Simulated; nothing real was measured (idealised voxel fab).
process module | voxel self aligned vias
cross-section cut | 250 nm wide | cells 5 nm
A cross-section is a grid of square cells, given in bands from the top down. A band is one or more rows of cells.
Each band's line starts with the height of the band's top and of its bottom, in nm. Then come its materials from left to right, each with its width in nm. One material with "throughout" fills the band from edge to edge. "air" is empty space.
Height 0 is the level under which the wafer as received is all one material. The lowest band goes on downwards, as in "0 down".
A width such as "30 to 40" changes by the same amount from each row of cells to the next, from the band's top row to its bottom row.
"no change" after a step means that no cell of the cross-section changed.
closed voids: empty space of 8 cells or more with no open way to the top, each as width x height at its distance from the left edge, in nm
after a step's settings: what the simulator itself notes on the step
overlay nm, on a step with a mask: how far to the right of its planned place the mask lay; to the left if negative
plan
1 op RECEIVE | material Si
2 op CONFORMAL_DEP | material SiO2 | thk nm 15
3 op CONFORMAL_DEP | material SiCN | thk nm 5
4 op DIRECTIONAL_DEP | material SiO2 | thk nm 30
5 op DIRECTIONAL_DEP | material aC | thk nm 15
6 op PATTERN | tone open | mask id LINES | material resist | width nm 30 | pitch nm 75 | thk nm 35 | overlay nm 0
7 op DIRECTIONAL_ETCH | etch materials aC | depth nm 15
8 op STRIP | etch materials resist
9 op DIRECTIONAL_ETCH | etch materials SiO2 | depth nm 30
10 op STRIP | etch materials aC
11 op CONFORMAL_DEP | material TiN | thk nm 5
12 op FILL_DEP | material W | thk nm 10
13 op CMP | height nm 50
14 op SELECTIVE_ETCH | etch materials W Ru TiN | depth nm 5
15 op FILL_DEP | material SiN | thk nm 5
16 op CMP | height nm 50
17 op DIRECTIONAL_DEP | material SiO2 | thk nm 20
18 op PATTERN | tone open | mask id VIAS | material resist | width nm 50 | pitch nm 150 | thk nm 15 | overlay nm 0
19 op DIRECTIONAL_ETCH | etch materials SiO2 | depth nm 20
20 op DIRECTIONAL_ETCH | etch materials SiN | depth nm 5
21 op STRIP | etch materials resist
22 op CONFORMAL_DEP | material TiN | thk nm 5
23 op FILL_DEP | material Cu | thk nm 10
24 op CMP | height nm 70
25 op CONFORMAL_DEP | material SiN | thk nm 5
varied across the wafers: thk nm of step 11. The plan shows the first wafer's value. All wafers start alike
first wafer as received, after step 1
  0 down: Si throughout
  closed voids: none
first wafer at the end, after step 25
  75 to 70: SiN throughout
  70 to 55: SiO2 25 | TiN 5 | Cu 40 | TiN 5 | SiO2 100 | TiN 5 | Cu 40 | TiN 5 | SiO2 25
  55 to 50: SiO2 25 | TiN 15 | Cu 20 | TiN 15 | SiO2 100 | TiN 15 | Cu 20 | TiN 15 | SiO2 25
  50 to 45: SiO2 35 | TiN 30 | SiO2 45 | SiN 30 | SiO2 45 | TiN 30 | SiO2 35
  45 to 25: SiO2 35 | TiN 5 | W 20 | TiN 5 | SiO2 45 | TiN 5 | W 20 | TiN 5 | SiO2 45 | TiN 5 | W 20 | TiN 5 | SiO2 35
  25 to 20: SiO2 35 | TiN 30 | SiO2 45 | TiN 30 | SiO2 45 | TiN 30 | SiO2 35
  20 to 15: SiCN throughout
  15 to 0: SiO2 throughout
  0 down: Si throughout
  closed voids: none
last wafer at the end
  75 to 70: SiN throughout
  70 to 55: SiO2 25 | TiN 5 | Cu 40 | TiN 5 | SiO2 100 | TiN 5 | Cu 40 | TiN 5 | SiO2 25
  55 to 50: SiO2 25 | TiN 15 | Cu 20 | TiN 15 | SiO2 100 | TiN 15 | Cu 20 | TiN 15 | SiO2 25
  50 to 45: SiO2 35 | TiN 30 | SiO2 45 | SiN 30 | SiO2 45 | TiN 30 | SiO2 35
  45 to 20: SiO2 35 | TiN 30 | SiO2 45 | TiN 30 | SiO2 45 | TiN 30 | SiO2 35
  20 to 15: SiCN throughout
  15 to 0: SiO2 throughout
  0 down: Si throughout
  closed voids: none
each wafer at the end: cells of each material gained (+) or lost (-) since it was received, then its closed voids
thk nm 5 | +56 Cu | +50 SiCN | +56 SiN | +462 SiO2 | +78 TiN | +48 W | closed voids: none
thk nm 10 | +56 Cu | +50 SiCN | +56 SiN | +462 SiO2 | +108 TiN | +18 W | closed voids: none
thk nm 15 | +56 Cu | +50 SiCN | +56 SiN | +462 SiO2 | +126 TiN | closed voids: none
thk nm 20 | +56 Cu | +50 SiCN | +56 SiN | +462 SiO2 | +126 TiN | closed voids: none
